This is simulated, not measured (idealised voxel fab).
The process module presented herein is designated voxel released beams.
Section cut is 195 nm wide and gridded with 5 nm square cells.
Notation: cross-section as square-cell grid; stated in bands, top first, going down; one or more cell rows per band. Per band: top height and bottom height in nm, followed by the left-to-right materials and their widths in nm; "edge to edge" marks a single material spanning edge to edge, "empty" marks empty space. Counting heights begins at 0, where everything beneath is, in the wafer as received, one material. The lowest band has no bottom; it goes on downwards, as "from 0 down" shows. With a width like "30->40", each row of cells in the band differs from the next by the same amount, the top row carrying the first number and the bottom row the second. Key: "nothing altered" - step with no changed cell in the cross-section. "Closed void list" contains a list of empty spaces, each no smaller than 8 cells and without an open way to the top, written in the form width x height at distance with the distance from the left edge and all three in nm. Anything after a step's settings on that line? It's the simulator's own note about the step. Among the settings permitted on a step's line is "overlay nm"; applied to a step with a mask, it specifies the extent to which the mask lay to the right of its planned position, whereas a negative figure signifies a position to the left.

# Set out below are the planned steps of the process
1. RECEIVE | material Si
2. CONFORMAL_DEP | material Al2O3 | thk nm 10
3. DIRECTIONAL_DEP | material SiO2 | thk nm 20
4. MASKED_ETCH | tone open | mask id ANCHOR | width nm 35 | etch materials SiO2 | depth nm 20 | overlay nm 0
5. CONFORMAL_DEP | material SiN | thk nm 15
6. PATTERN | tone cover | mask id BEAM | material resist | width nm 100 | thk nm 15 | overlay nm -15
7. DIRECTIONAL_ETCH | etch materials SiN | depth nm 15
8. STRIP | etch materials resist
9. STRIP | etch materials SiO2
Same starting wafers, different overlay nm at step 6. Plan value belongs to the first wafer.

# first wafer as received, after step 1
    from 0 down  Si edge to edge
    Closed void list: none

# The rows of the table below are wafers. Looking at the end of the module, a row counts, for every material, the cells the wafer has gained, shown as (+), or lost, shown as (-), since it was received; its closed voids come next
overlay nm -15, +78 Al2O3, +84 SiN, Closed void list: none
overlay nm -10, +78 Al2O3, +84 SiN, Closed void list: none
overlay nm -5, +78 Al2O3, +84 SiN, Closed void list: none
overlay nm 0, +78 Al2O3, +84 SiN, Closed void list: none
overlay nm 5, +78 Al2O3, +84 SiN, Closed void list: none
overlay nm 10, +78 Al2O3, +84 SiN, Closed void list: none
overlay nm 15, +78 Al2O3, +84 SiN, Closed void list: none
